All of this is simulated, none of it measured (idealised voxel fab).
A process module follows: voxel air gaps.
It is cross-section cut that appears here, measuring 265 nm in width, its square cells being 5 nm in size.
Cross-section = grid of square cells, listed top down in bands; band = one or more rows.
Within each band entry, the heights of the top and of the bottom of the band appear first, in that order and in nm; the materials of the band then follow from left to right, each with its corresponding width in nm. The designation "full width" on a single material indicates that it fills the band from edge to edge; the designation "blank" indicates empty space.
The reference from which all heights are counted is 0, the level beneath which the as-received wafer is entirely one material; the lowest band, having no lower bound, proceeds downward and is written after the example "from 0 down".
A width given as "30->40" starts at the first number in the band's top row and ends at the second number in its bottom row, shifting by an equal amount at every step from row to row.
For the purposes of this document, the phrase "no modifications" attached to a step denotes that no cell within the cross-section was modified by that step.
Each empty space that has no open way to the top and spans at least 8 cells appears under "Unvented cavities" as width x height at distance, the distance counted from the left edge, all in nm.
On a step's line, text after the settings is the simulator commenting on that step.
overlay nm: right-of-plan distance of the mask on a masked step; negative values mean left-of-plan.
Reading key. Pairs: pre-step and post-step cross-section, one process step apart; post-step view only to lowest changed band. Step between + settings: beneath pair. Runs: pairs may be from different runs of this module, same starting wafer. Continuation from pair above: only where "Cross-section, before" entry says.
Cross-section, before
  from 0 down  Si full width
  Unvented cavities: none
Step Result
  from 15 to 0  SiO2 full width
  Rest of section, below 0: as before.
  Unvented cavities: none
What sits between those two cross-sections? CONFORMAL_DEP, material SiO2, thk nm 15
Cross-section, before: after-state, pair directly above.
Step Result
  from 20 to 15  SiN full width
  Rest of section, below 15: as before.
  Unvented cavities: none
What sits between those two cross-sections? CONFORMAL_DEP, material SiN, thk nm 5
Cross-section, before: after-state, pair directly above.
Step Result
  from 60 to 20  SiO2 full width
  Rest of section, below 20: as before.
  Unvented cavities: none
What sits between those two cross-sections? DIRECTIONAL_DEP, material SiO2, thk nm 40
Cross-section, before: after-state, pair directly above.
Step Result
  from 75 to 60  aC full width
  Rest of section, below 60: as before.
  Unvented cavities: none
What sits between those two cross-sections? DIRECTIONAL_DEP, material aC, thk nm 15
Cross-section, before: after-state, pair directly above.
Step Result
  from 110 to 75  35 of resist  25 of blank  30 of resist  25 of blank  30 of resist  25 of blank  30 of resist  25 of blank  40 of resist
  Rest of section, below 75: as before.
  Unvented cavities: none
What sits between those two cross-sections? PATTERN, tone open, mask id LINES, material resist, width nm 25, pitch nm 55, thk nm 35, overlay nm 0
Cross-section, before: after-state, pair directly above.
Step Result
  from 95 to 75  35 of resist  25 of blank  30 of resist  25 of blank  30 of resist  25 of blank  30 of resist  25 of blank  40 of resist
  from 75 to 60  35 of aC  25 of blank  30 of aC  25 of blank  30 of aC  25 of blank  30 of aC  25 of blank  40 of aC
  Rest of section, below 60: as before.
  Unvented cavities: none
What sits between those two cross-sections? DIRECTIONAL_ETCH, etch materials aC, depth nm 15
Cross-section, before: after-state, pair directly above.
Step Result
  from 75 to 60  35 of aC  25 of blank  30 of aC  25 of blank  30 of aC  25 of blank  30 of aC  25 of blank  40 of aC
  Rest of section, below 60: as before.
  Unvented cavities: none
What sits between those two cross-sections? STRIP, etch materials resist
Cross-section, before: after-state, pair directly above.
Step Result
  from 75 to 60  35 of aC  25 of blank  30 of aC  25 of blank  30 of aC  25 of blank  30 of aC  25 of blank  40 of aC
  from 60 to 20  35 of SiO2  25 of blank  30 of SiO2  25 of blank  30 of SiO2  25 of blank  30 of SiO2  25 of blank  40 of SiO2
  Rest of section, below 20: as before.
  Unvented cavities: none
What sits between those two cross-sections? DIRECTIONAL_ETCH, etch materials SiO2, depth nm 40
Cross-section, before: after-state, pair directly above.
Step Result
  from 60 to 20  35 of SiO2  25 of blank  30 of SiO2  25 of blank  30 of SiO2  25 of blank  30 of SiO2  25 of blank  40 of SiO2
  Rest of section, below 20: as before.
  Unvented cavities: none
What sits between those two cross-sections? STRIP, etch materials aC
Cross-section, before: after-state, pair directly above.
Step Result
  from 65 to 60  40 of TiN  15 of blank  40 of TiN  15 of blank  40 of TiN  15 of blank  40 of TiN  15 of blank  45 of TiN
  from 60 to 25  35 of SiO2  5 of TiN  15 of blank  5 of TiN  30 of SiO2  5 of TiN  15 of blank  5 of TiN  30 of SiO2  5 of TiN  15 of blank  5 of TiN  30 of SiO2  5 of TiN  15 of blank  5 of TiN  40 of SiO2
  from 25 to 20  35 of SiO2  25 of TiN  30 of SiO2  25 of TiN  30 of SiO2  25 of TiN  30 of SiO2  25 of TiN  40 of SiO2
  Rest of section, below 20: as before.
  Unvented cavities: none
What sits between those two cross-sections? CONFORMAL_DEP, material TiN, thk nm 5
Cross-section, before: after-state, pair directly above.
Step Result
  from 75 to 65  W full width
  from 65 to 60  40 of TiN  15 of W  40 of TiN  15 of W  40 of TiN  15 of W  40 of TiN  15 of W  45 of TiN
  from 60 to 25  35 of SiO2  5 of TiN  15 of W  5 of TiN  30 of SiO2  5 of TiN  15 of W  5 of TiN  30 of SiO2  5 of TiN  15 of W  5 of TiN  30 of SiO2  5 of TiN  15 of W  5 of TiN  40 of SiO2
  Rest of section, below 25: as before.
  Unvented cavities: none
What sits between those two cross-sections? FILL_DEP, material W, thk nm 10
Cross-section, before: after-state, pair directly above.
Step Result
  from 60 to 25  35 of SiO2  5 of TiN  15 of W  5 of TiN  30 of SiO2  5 of TiN  15 of W  5 of TiN  30 of SiO2  5 of TiN  15 of W  5 of TiN  30 of SiO2  5 of TiN  15 of W  5 of TiN  40 of SiO2
  Rest of section, below 25: as before.
  Unvented cavities: none
What sits between those two cross-sections? CMP, height nm 60
Cross-section, before: after-state, pair directly above.
Step Result
  from 70 to 60  25 of blank  45 of Ru  10 of blank  45 of Ru  10 of blank  45 of Ru  10 of blank  45 of Ru  30 of blank
  Rest of section, below 60: as before.
  Unvented cavities: none
What sits between those two cross-sections? EPI, material Ru, thk nm 10
Cross-section, before: after-state, pair directly above.
Step Result
  from 70 to 60  25 of blank  45 of Ru  10 of blank  45 of Ru  10 of blank  45 of Ru  10 of blank  45 of Ru  30 of blank
  from 60 to 25  35 of blank  5 of TiN  15 of W  5 of TiN  30 of blank  5 of TiN  15 of W  5 of TiN  30 of blank  5 of TiN  15 of W  5 of TiN  30 of blank  5 of TiN  15 of W  5 of TiN  40 of blank
  from 25 to 20  35 of blank  25 of TiN  30 of blank  25 of TiN  30 of blank  25 of TiN  30 of blank  25 of TiN  40 of blank
  Rest of section, below 20: as before.
  Unvented cavities: none
What sits between those two cross-sections? SELECTIVE_ETCH, etch materials SiO2, depth nm 50
Cross-section, before: after-state, pair directly above.
Step Result
  from 75 to 70  20 of blank  220 of SiCN  25 of blank
  from 70 to 60  20 of blank  5 of SiCN  45 of Ru  10 of SiCN  45 of Ru  10 of SiCN  45 of Ru  10 of SiCN  45 of Ru  5 of SiCN  25 of blank
  from 60 to 55  20 of blank  15 of SiCN  5 of TiN  15 of W  5 of TiN  30 of SiCN  5 of TiN  15 of W  5 of TiN  30 of SiCN  5 of TiN  15 of W  5 of TiN  30 of SiCN  5 of TiN  15 of W  5 of TiN  15 of SiCN  25 of blank
  from 55 to 25  30 of blank  5 of SiCN  5 of TiN  15 of W  5 of TiN  5 of SiCN  20 of blank  5 of SiCN  5 of TiN  15 of W  5 of TiN  5 of SiCN  20 of blank  5 of SiCN  5 of TiN  15 of W  5 of TiN  5 of SiCN  20 of blank  5 of SiCN  5 of TiN  15 of W  5 of TiN  5 of SiCN  35 of blank
  from 25 to 20  35 of SiCN  25 of TiN  30 of SiCN  25 of TiN  30 of SiCN  25 of TiN  30 of SiCN  25 of TiN  40 of SiCN
  Rest of section, below 20: as before.
  Unvented cavities: 20 x 30 at 65; 20 x 30 at 120; 20 x 30 at 175
What sits between those two cross-sections? CONFORMAL_DEP, material SiCN, thk nm 5
Cross-section, before
  from 75 to 65  W full width
  from 65 to 60  40 of TiN  15 of W  40 of TiN  15 of W  40 of TiN  15 of W  40 of TiN  15 of W  45 of TiN
  from 60 to 25  35 of SiO2  5 of TiN  15 of W  5 of TiN  30 of SiO2  5 of TiN  15 of W  5 of TiN  30 of SiO2  5 of TiN  15 of W  5 of TiN  30 of SiO2  5 of TiN  15 of W  5 of TiN  40 of SiO2
  from 25 to 20  35 of SiO2  25 of TiN  30 of SiO2  25 of TiN  30 of SiO2  25 of TiN  30 of SiO2  25 of TiN  40 of SiO2
  from 20 to 15  SiN full width
  from 15 to 0  SiO2 full width
  from 0 down  Si full width
  Unvented cavities: none
Step Result
  from 85 to 75  Ru full width
  Rest of section, below 75: as before.
  Unvented cavities: none
What sits between those two cross-sections? EPI, material Ru, thk nm 10
Cross-section, before: after-state, pair directly above.
Step Result
  from 90 to 85  SiCN full width
  Rest of section, below 85: as before.
  Unvented cavities: none
What sits between those two cross-sections? CONFORMAL_DEP, material SiCN, thk nm 5
Cross-section, before
  from 70 to 60  25 of blank  45 of Ru  10 of blank  45 of Ru  10 of blank  45 of Ru  10 of blank  45 of Ru  30 of blank
  from 60 to 25  35 of SiO2  5 of TiN  15 of W  5 of TiN  30 of SiO2  5 of TiN  15 of W  5 of TiN  30 of SiO2  5 of TiN  15 of W  5 of TiN  30 of SiO2  5 of TiN  15 of W  5 of TiN  40 of SiO2
  from 25 to 20  35 of SiO2  25 of TiN  30 of SiO2  25 of TiN  30 of SiO2  25 of TiN  30 of SiO2  25 of TiN  40 of SiO2
  from 20 to 15  SiN full width
  from 15 to 0  SiO2 full width
  from 0 down  Si full width
  Unvented cavities: none
Step Result
  from 80 to 60  15 of blank  230 of Ru  20 of blank
  Rest of section, below 60: as before.
  Unvented cavities: none
What sits between those two cross-sections? EPI, material Ru, thk nm 10
Cross-section, before: after-state, pair directly above.
Step Result
  from 80 to 60  15 of blank  230 of Ru  20 of blank
  from 60 to 25  35 of blank  5 of TiN  15 of W  5 of TiN  30 of SiO2  5 of TiN  15 of W  5 of TiN  30 of SiO2  5 of TiN  15 of W  5 of TiN  30 of SiO2  5 of TiN  15 of W  5 of TiN  40 of blank
  from 25 to 20  35 of blank  25 of TiN  30 of SiO2  25 of TiN  30 of SiO2  25 of TiN  30 of SiO2  25 of TiN  40 of blank
  Rest of section, below 20: as before.
  Unvented cavities: none
What sits between those two cross-sections? SELECTIVE_ETCH, etch materials SiO2, depth nm 50
Cross-section, before: after-state, pair directly above.
Step Result
  from 85 to 80  10 of blank  240 of SiCN  15 of blank
  from 80 to 60  10 of blank  5 of SiCN  230 of Ru  5 of SiCN  15 of blank
  from 60 to 55  10 of blank  25 of SiCN  5 of TiN  15 of W  5 of TiN  30 of SiO2  5 of TiN  15 of W  5 of TiN  30 of SiO2  5 of TiN  15 of W  5 of TiN  30 of SiO2  5 of TiN  15 of W  5 of TiN  25 of SiCN  15 of blank
  from 55 to 25  30 of blank  5 of SiCN  5 of TiN  15 of W  5 of TiN  30 of SiO2  5 of TiN  15 of W  5 of TiN  30 of SiO2  5 of TiN  15 of W  5 of TiN  30 of SiO2  5 of TiN  15 of W  5 of TiN  5 of SiCN  35 of blank
  from 25 to 20  35 of SiCN  25 of TiN  30 of SiO2  25 of TiN  30 of SiO2  25 of TiN  30 of SiO2  25 of TiN  40 of SiCN
  Rest of section, below 20: as before.
  Unvented cavities: none
What sits between those two cross-sections? CONFORMAL_DEP, material SiCN, thk nm 5
Cross-section, before
  from 0 down  Si full width
  Unvented cavities: none
Step Result
  from 5 to 0  SiN full width
  Rest of section, below 0: as before.
  Unvented cavities: none
What sits between those two cross-sections? CONFORMAL_DEP, material SiN, thk nm 5
Cross-section, before: after-state, pair directly above.
Step Result
  from 20 to 5  SiO2 full width
  Rest of section, below 5: as before.
  Unvented cavities: none
What sits between those two cross-sections? CONFORMAL_DEP, material SiO2, thk nm 15
Cross-section, before: after-state, pair directly above.
Step Result
  from 60 to 5  SiO2 full width
  Rest of section, below 5: as before.
  Unvented cavities: none
What sits between those two cross-sections? DIRECTIONAL_DEP, material SiO2, thk nm 40
Cross-section, before: after-state, pair directly above.
Step Result
  from 75 to 60  aC full width
  Rest of section, below 60: as before.
  Unvented cavities: none
What sits between those two cross-sections? DIRECTIONAL_DEP, material aC, thk nm 15
Cross-section, before: after-state, pair directly above.
Step Result
  from 110 to 75  35 of resist  25 of blank  30 of resist  25 of blank  30 of resist  25 of blank  30 of resist  25 of blank  40 of resist
  Rest of section, below 75: as before.
  Unvented cavities: none
What sits between those two cross-sections? PATTERN, tone open, mask id LINES, material resist, width nm 25, pitch nm 55, thk nm 35, overlay nm 0
Cross-section, before: after-state, pair directly above.
Step Result
  from 95 to 75  35 of resist  25 of blank  30 of resist  25 of blank  30 of resist  25 of blank  30 of resist  25 of blank  40 of resist
  from 75 to 60  35 of aC  25 of blank  30 of aC  25 of blank  30 of aC  25 of blank  30 of aC  25 of blank  40 of aC
  Rest of section, below 60: as before.
  Unvented cavities: none
What sits between those two cross-sections? DIRECTIONAL_ETCH, etch materials aC, depth nm 15
Cross-section, before: after-state, pair directly above.
Step Result
  from 75 to 60  35 of aC  25 of blank  30 of aC  25 of blank  30 of aC  25 of blank  30 of aC  25 of blank  40 of aC
  Rest of section, below 60: as before.
  Unvented cavities: none
What sits between those two cross-sections? STRIP, etch materials resist
Cross-section, before: after-state, pair directly above.
Step Result
  from 75 to 60  35 of aC  25 of blank  30 of aC  25 of blank  30 of aC  25 of blank  30 of aC  25 of blank  40 of aC
  from 60 to 20  35 of SiO2  25 of blank  30 of SiO2  25 of blank  30 of SiO2  25 of blank  30 of SiO2  25 of blank  40 of SiO2
  Rest of section, below 20: as before.
  Unvented cavities: none
What sits between those two cross-sections? DIRECTIONAL_ETCH, etch materials SiO2, depth nm 40
Cross-section, before: after-state, pair directly above.
Step Result
  from 60 to 20  35 of SiO2  25 of blank  30 of SiO2  25 of blank  30 of SiO2  25 of blank  30 of SiO2  25 of blank  40 of SiO2
  Rest of section, below 20: as before.
  Unvented cavities: none
What sits between those two cross-sections? STRIP, etch materials aC
Cross-section, before: after-state, pair directly above.
Step Result
  from 65 to 60  40 of TiN  15 of blank  40 of TiN  15 of blank  40 of TiN  15 of blank  40 of TiN  15 of blank  45 of TiN
  from 60 to 25  35 of SiO2  5 of TiN  15 of blank  5 of TiN  30 of SiO2  5 of TiN  15 of blank  5 of TiN  30 of SiO2  5 of TiN  15 of blank  5 of TiN  30 of SiO2  5 of TiN  15 of blank  5 of TiN  40 of SiO2
  from 25 to 20  35 of SiO2  25 of TiN  30 of SiO2  25 of TiN  30 of SiO2  25 of TiN  30 of SiO2  25 of TiN  40 of SiO2
  Rest of section, below 20: as before.
  Unvented cavities: none
What sits between those two cross-sections? CONFORMAL_DEP, material TiN, thk nm 5
Cross-section, before: after-state, pair directly above.
Step Result
  from 75 to 65  W full width
  from 65 to 60  40 of TiN  15 of W  40 of TiN  15 of W  40 of TiN  15 of W  40 of TiN  15 of W  45 of TiN
  from 60 to 25  35 of SiO2  5 of TiN  15 of W  5 of TiN  30 of SiO2  5 of TiN  15 of W  5 of TiN  30 of SiO2  5 of TiN  15 of W  5 of TiN  30 of SiO2  5 of TiN  15 of W  5 of TiN  40 of SiO2
  Rest of section, below 25: as before.
  Unvented cavities: none
What sits between those two cross-sections? FILL_DEP, material W, thk nm 10
Cross-section, before: after-state, pair directly above.
Step Result
  from 60 to 25  35 of SiO2  5 of TiN  15 of W  5 of TiN  30 of SiO2  5 of TiN  15 of W  5 of TiN  30 of SiO2  5 of TiN  15 of W  5 of TiN  30 of SiO2  5 of TiN  15 of W  5 of TiN  40 of SiO2
  Rest of section, below 25: as before.
  Unvented cavities: none
What sits between those two cross-sections? CMP, height nm 60
Cross-section, before: after-state, pair directly above.
Step Result
  from 70 to 60  25 of blank  45 of Ru  10 of blank  45 of Ru  10 of blank  45 of Ru  10 of blank  45 of Ru  30 of blank
  Rest of section, below 60: as before.
  Unvented cavities: none
What sits between those two cross-sections? EPI, material Ru, thk nm 10
Cross-section, before: after-state, pair directly above.
Step Result
  from 70 to 60  25 of blank  45 of Ru  10 of blank  45 of Ru  10 of blank  45 of Ru  10 of blank  45 of Ru  30 of blank
  from 60 to 25  35 of blank  5 of TiN  15 of W  5 of TiN  30 of blank  5 of TiN  15 of W  5 of TiN  30 of blank  5 of TiN  15 of W  5 of TiN  30 of blank  5 of TiN  15 of W  5 of TiN  40 of blank
  from 25 to 20  35 of blank  25 of TiN  30 of blank  25 of TiN  30 of blank  25 of TiN  30 of blank  25 of TiN  40 of blank
  from 20 to 10  45 of blank  5 of SiO2  50 of blank  5 of SiO2  50 of blank  5 of SiO2  50 of blank  5 of SiO2  50 of blank
  Rest of section, below 10: as before.
  Unvented cavities: none
What sits between those two cross-sections? SELECTIVE_ETCH, etch materials SiO2, depth nm 50
Cross-section, before: after-state, pair directly above.
Step Result
  from 75 to 70  20 of blank  220 of SiCN  25 of blank
  from 70 to 60  20 of blank  5 of SiCN  45 of Ru  10 of SiCN  45 of Ru  10 of SiCN  45 of Ru  10 of SiCN  45 of Ru  5 of SiCN  25 of blank
  from 60 to 55  20 of blank  15 of SiCN  5 of TiN  15 of W  5 of TiN  30 of SiCN  5 of TiN  15 of W  5 of TiN  30 of SiCN  5 of TiN  15 of W  5 of TiN  30 of SiCN  5 of TiN  15 of W  5 of TiN  15 of SiCN  25 of blank
  from 55 to 25  30 of blank  5 of SiCN  5 of TiN  15 of W  5 of TiN  5 of SiCN  20 of blank  5 of SiCN  5 of TiN  15 of W  5 of TiN  5 of SiCN  20 of blank  5 of SiCN  5 of TiN  15 of W  5 of TiN  5 of SiCN  20 of blank  5 of SiCN  5 of TiN  15 of W  5 of TiN  5 of SiCN  35 of blank
  from 25 to 20  30 of blank  5 of SiCN  25 of TiN  5 of SiCN  20 of blank  5 of SiCN  25 of TiN  5 of SiCN  20 of blank  5 of SiCN  25 of TiN  5 of SiCN  20 of blank  5 of SiCN  25 of TiN  5 of SiCN  35 of blank
  from 20 to 15  30 of blank  15 of SiCN  5 of SiO2  15 of SiCN  20 of blank  15 of SiCN  5 of SiO2  15 of SiCN  20 of blank  15 of SiCN  5 of SiO2  15 of SiCN  20 of blank  15 of SiCN  5 of SiO2  15 of SiCN  35 of blank
  from 15 to 10  45 of SiCN  5 of SiO2  50 of SiCN  5 of SiO2  50 of SiCN  5 of SiO2  50 of SiCN  5 of SiO2  50 of SiCN
  Rest of section, below 10: as before.
  Unvented cavities: 20 x 40 at 65; 20 x 40 at 120; 20 x 40 at 175
What sits between those two cross-sections? CONFORMAL_DEP, material SiCN, thk nm 5
Cross-section, before
  from 75 to 65  W full width
  from 65 to 60  40 of TiN  15 of W  40 of TiN  15 of W  40 of TiN  15 of W  40 of TiN  15 of W  45 of TiN
  from 60 to 25  35 of SiO2  5 of TiN  15 of W  5 of TiN  30 of SiO2  5 of TiN  15 of W  5 of TiN  30 of SiO2  5 of TiN  15 of W  5 of TiN  30 of SiO2  5 of TiN  15 of W  5 of TiN  40 of SiO2
  from 25 to 20  35 of SiO2  25 of TiN  30 of SiO2  25 of TiN  30 of SiO2  25 of TiN  30 of SiO2  25 of TiN  40 of SiO2
  from 20 to 15  SiN full width
  from 15 to 0  SiO2 full width
  from 0 down  Si full width
  Unvented cavities: none
Step Result
  from 70 to 65  W full width
  Rest of section, below 65: as before.
  Unvented cavities: none
What sits between those two cross-sections? CMP, height nm 70
Cross-section, before: after-state, pair directly above.
Step Result
  from 80 to 70  Ru full width
  Rest of section, below 70: as before.
  Unvented cavities: none
What sits between those two cross-sections? EPI, material Ru, thk nm 10
Cross-section, before: after-state, pair directly above.
Step Result
  from 85 to 80  SiCN full width
  Rest of section, below 80: as before.
  Unvented cavities: none
What sits between those two cross-sections? CONFORMAL_DEP, material SiCN, thk nm 5
Cross-section, before
  from 75 to 60  aC full width
  from 60 to 20  SiO2 full width
  from 20 to 15  SiN full width
  from 15 to 0  SiO2 full width
  from 0 down  Si full width
  Unvented cavities: none
Step Result
  from 110 to 75  40 of resist  15 of blank  40 of resist  15 of blank  40 of resist  15 of blank  40 of resist  15 of blank  45 of resist
  Rest of section, below 75: as before.
  Unvented cavities: none
What sits between those two cross-sections? PATTERN, tone open, mask id LINES, material resist, width nm 15, pitch nm 55, thk nm 35, overlay nm 0
Cross-section, before: after-state, pair directly above.
Step Result
  from 95 to 75  40 of resist  15 of blank  40 of resist  15 of blank  40 of resist  15 of blank  40 of resist  15 of blank  45 of resist
  from 75 to 60  40 of aC  15 of blank  40 of aC  15 of blank  40 of aC  15 of blank  40 of aC  15 of blank  45 of aC
  Rest of section, below 60: as before.
  Unvented cavities: none
What sits between those two cross-sections? DIRECTIONAL_ETCH, etch materials aC, depth nm 15
Cross-section, before: after-state, pair directly above.
Step Result
  from 75 to 60  40 of aC  15 of blank  40 of aC  15 of blank  40 of aC  15 of blank  40 of aC  15 of blank  45 of aC
  Rest of section, below 60: as before.
  Unvented cavities: none
What sits between those two cross-sections? STRIP, etch materials resist
Cross-section, before: after-state, pair directly above.
Step Result
  from 75 to 60  40 of aC  15 of blank  40 of aC  15 of blank  40 of aC  15 of blank  40 of aC  15 of blank  45 of aC
  from 60 to 20  40 of SiO2  15 of blank  40 of SiO2  15 of blank  40 of SiO2  15 of blank  40 of SiO2  15 of blank  45 of SiO2
  Rest of section, below 20: as before.
  Unvented cavities: none
What sits between those two cross-sections? DIRECTIONAL_ETCH, etch materials SiO2, depth nm 40
Cross-section, before: after-state, pair directly above.
Step Result
  from 60 to 20  40 of SiO2  15 of blank  40 of SiO2  15 of blank  40 of SiO2  15 of blank  40 of SiO2  15 of blank  45 of SiO2
  Rest of section, below 20: as before.
  Unvented cavities: none
What sits between those two cross-sections? STRIP, etch materials aC
Cross-section, before: after-state, pair directly above.
Step Result
  from 65 to 60  45 of TiN  5 of blank  50 of TiN  5 of blank  50 of TiN  5 of blank  50 of TiN  5 of blank  50 of TiN
  from 60 to 25  40 of SiO2  5 of TiN  5 of blank  5 of TiN  40 of SiO2  5 of TiN  5 of blank  5 of TiN  40 of SiO2  5 of TiN  5 of blank  5 of TiN  40 of SiO2  5 of TiN  5 of blank  5 of TiN  45 of SiO2
  from 25 to 20  40 of SiO2  15 of TiN  40 of SiO2  15 of TiN  40 of SiO2  15 of TiN  40 of SiO2  15 of TiN  45 of SiO2
  Rest of section, below 20: as before.
  Unvented cavities: none
What sits between those two cross-sections? CONFORMAL_DEP, material TiN, thk nm 5
Cross-section, before: after-state, pair directly above.
Step Result
  from 75 to 65  W full width
  from 65 to 60  45 of TiN  5 of W  50 of TiN  5 of W  50 of TiN  5 of W  50 of TiN  5 of W  50 of TiN
  from 60 to 25  40 of SiO2  5 of TiN  5 of W  5 of TiN  40 of SiO2  5 of TiN  5 of W  5 of TiN  40 of SiO2  5 of TiN  5 of W  5 of TiN  40 of SiO2  5 of TiN  5 of W  5 of TiN  45 of SiO2
  Rest of section, below 25: as before.
  Unvented cavities: none
What sits between those two cross-sections? FILL_DEP, material W, thk nm 10
Cross-section, before: after-state, pair directly above.
Step Result
  from 60 to 25  40 of SiO2  5 of TiN  5 of W  5 of TiN  40 of SiO2  5 of TiN  5 of W  5 of TiN  40 of SiO2  5 of TiN  5 of W  5 of TiN  40 of SiO2  5 of TiN  5 of W  5 of TiN  45 of SiO2
  Rest of section, below 25: as before.
  Unvented cavities: none
What sits between those two cross-sections? CMP, height nm 60
Cross-section, before: after-state, pair directly above.
Step Result
  from 70 to 60  30 of blank  35 of Ru  20 of blank  35 of Ru  20 of blank  35 of Ru  20 of blank  35 of Ru  35 of blank
  Rest of section, below 60: as before.
  Unvented cavities: none
What sits between those two cross-sections? EPI, material Ru, thk nm 10
Cross-section, before: after-state, pair directly above.
Step Result
  from 70 to 60  30 of blank  35 of Ru  20 of blank  35 of Ru  20 of blank  35 of Ru  20 of blank  35 of Ru  35 of blank
  from 60 to 25  40 of blank  5 of TiN  5 of W  5 of TiN  40 of blank  5 of TiN  5 of W  5 of TiN  40 of blank  5 of TiN  5 of W  5 of TiN  40 of blank  5 of TiN  5 of W  5 of TiN  45 of blank
  from 25 to 20  40 of blank  15 of TiN  40 of blank  15 of TiN  40 of blank  15 of TiN  40 of blank  15 of TiN  45 of blank
  Rest of section, below 20: as before.
  Unvented cavities: none
What sits between those two cross-sections? SELECTIVE_ETCH, etch materials SiO2, depth nm 50
Cross-section, before: after-state, pair directly above.
Step Result
  from 75 to 70  25 of blank  45 of SiCN  10 of blank  45 of SiCN  10 of blank  45 of SiCN  10 of blank  45 of SiCN  30 of blank
  from 70 to 60  25 of blank  5 of SiCN  35 of Ru  5 of SiCN  10 of blank  5 of SiCN  35 of Ru  5 of SiCN  10 of blank  5 of SiCN  35 of Ru  5 of SiCN  10 of blank  5 of SiCN  35 of Ru  5 of SiCN  30 of blank
  from 60 to 55  25 of blank  15 of SiCN  5 of TiN  5 of W  5 of TiN  15 of SiCN  10 of blank  15 of SiCN  5 of TiN  5 of W  5 of TiN  15 of SiCN  10 of blank  15 of SiCN  5 of TiN  5 of W  5 of TiN  15 of SiCN  10 of blank  15 of SiCN  5 of TiN  5 of W  5 of TiN  15 of SiCN  30 of blank
  from 55 to 25  35 of blank  5 of SiCN  5 of TiN  5 of W  5 of TiN  5 of SiCN  30 of blank  5 of SiCN  5 of TiN  5 of W  5 of TiN  5 of SiCN  30 of blank  5 of SiCN  5 of TiN  5 of W  5 of TiN  5 of SiCN  30 of blank  5 of SiCN  5 of TiN  5 of W  5 of TiN  5 of SiCN  40 of blank
  from 25 to 20  40 of SiCN  15 of TiN  40 of SiCN  15 of TiN  40 of SiCN  15 of TiN  40 of SiCN  15 of TiN  45 of SiCN
  Rest of section, below 20: as before.
  Unvented cavities: none
What sits between those two cross-sections? CONFORMAL_DEP, material SiCN, thk nm 5
Cross-section, before
  from 75 to 60  aC full width
  from 60 to 20  SiO2 full width
  from 20 to 15  SiN full width
  from 15 to 0  SiO2 full width
  from 0 down  Si full width
  Unvented cavities: none
Step Result
  from 110 to 75  45 of resist  25 of blank  30 of resist  25 of blank  30 of resist  25 of blank  30 of resist  25 of blank  30 of resist
  Rest of section, below 75: as before.
  Unvented cavities: none
What sits between those two cross-sections? PATTERN, tone open, mask id LINES, material resist, width nm 25, pitch nm 55, thk nm 35, overlay nm 10
Cross-section, before: after-state, pair directly above.
Step Result
  from 95 to 75  45 of resist  25 of blank  30 of resist  25 of blank  30 of resist  25 of blank  30 of resist  25 of blank  30 of resist
  from 75 to 60  45 of aC  25 of blank  30 of aC  25 of blank  30 of aC  25 of blank  30 of aC  25 of blank  30 of aC
  Rest of section, below 60: as before.
  Unvented cavities: none
What sits between those two cross-sections? DIRECTIONAL_ETCH, etch materials aC, depth nm 15
Cross-section, before: after-state, pair directly above.
Step Result
  from 75 to 60  45 of aC  25 of blank  30 of aC  25 of blank  30 of aC  25 of blank  30 of aC  25 of blank  30 of aC
  Rest of section, below 60: as before.
  Unvented cavities: none
What sits between those two cross-sections? STRIP, etch materials resist
Cross-section, before: after-state, pair directly above.
Step Result
  from 75 to 60  45 of aC  25 of blank  30 of aC  25 of blank  30 of aC  25 of blank  30 of aC  25 of blank  30 of aC
  from 60 to 20  45 of SiO2  25 of blank  30 of SiO2  25 of blank  30 of SiO2  25 of blank  30 of SiO2  25 of blank  30 of SiO2
  Rest of section, below 20: as before.
  Unvented cavities: none
What sits between those two cross-sections? DIRECTIONAL_ETCH, etch materials SiO2, depth nm 40
Cross-section, before: after-state, pair directly above.
Step Result
  from 60 to 20  45 of SiO2  25 of blank  30 of SiO2  25 of blank  30 of SiO2  25 of blank  30 of SiO2  25 of blank  30 of SiO2
  Rest of section, below 20: as before.
  Unvented cavities: none
What sits between those two cross-sections? STRIP, etch materials aC
Cross-section, before: after-state, pair directly above.
Step Result
  from 65 to 60  50 of TiN  15 of blank  40 of TiN  15 of blank  40 of TiN  15 of blank  40 of TiN  15 of blank  35 of TiN
  from 60 to 25  45 of SiO2  5 of TiN  15 of blank  5 of TiN  30 of SiO2  5 of TiN  15 of blank  5 of TiN  30 of SiO2  5 of TiN  15 of blank  5 of TiN  30 of SiO2  5 of TiN  15 of blank  5 of TiN  30 of SiO2
  from 25 to 20  45 of SiO2  25 of TiN  30 of SiO2  25 of TiN  30 of SiO2  25 of TiN  30 of SiO2  25 of TiN  30 of SiO2
  Rest of section, below 20: as before.
  Unvented cavities: none
What sits between those two cross-sections? CONFORMAL_DEP, material TiN, thk nm 5
Cross-section, before: after-state, pair directly above.
Step Result
  from 75 to 65  W full width
  from 65 to 60  50 of TiN  15 of W  40 of TiN  15 of W  40 of TiN  15 of W  40 of TiN  15 of W  35 of TiN
  from 60 to 25  45 of SiO2  5 of TiN  15 of W  5 of TiN  30 of SiO2  5 of TiN  15 of W  5 of TiN  30 of SiO2  5 of TiN  15 of W  5 of TiN  30 of SiO2  5 of TiN  15 of W  5 of TiN  30 of SiO2
  Rest of section, below 25: as before.
  Unvented cavities: none
What sits between those two cross-sections? FILL_DEP, material W, thk nm 10
Cross-section, before: after-state, pair directly above.
Step Result
  from 60 to 25  45 of SiO2  5 of TiN  15 of W  5 of TiN  30 of SiO2  5 of TiN  15 of W  5 of TiN  30 of SiO2  5 of TiN  15 of W  5 of TiN  30 of SiO2  5 of TiN  15 of W  5 of TiN  30 of SiO2
  Rest of section, below 25: as before.
  Unvented cavities: none
What sits between those two cross-sections? CMP, height nm 60
Cross-section, before: after-state, pair directly above.
Step Result
  from 70 to 60  35 of blank  45 of Ru  10 of blank  45 of Ru  10 of blank  45 of Ru  10 of blank  45 of Ru  20 of blank
  Rest of section, below 60: as before.
  Unvented cavities: none
What sits between those two cross-sections? EPI, material Ru, thk nm 10
Cross-section, before: after-state, pair directly above.
Step Result
  from 70 to 60  35 of blank  45 of Ru  10 of blank  45 of Ru  10 of blank  45 of Ru  10 of blank  45 of Ru  20 of blank
  from 60 to 25  45 of blank  5 of TiN  15 of W  5 of TiN  30 of blank  5 of TiN  15 of W  5 of TiN  30 of blank  5 of TiN  15 of W  5 of TiN  30 of blank  5 of TiN  15 of W  5 of TiN  30 of blank
  from 25 to 20  45 of blank  25 of TiN  30 of blank  25 of TiN  30 of blank  25 of TiN  30 of blank  25 of TiN  30 of blank
  Rest of section, below 20: as before.
  Unvented cavities: none
What sits between those two cross-sections? SELECTIVE_ETCH, etch materials SiO2, depth nm 50
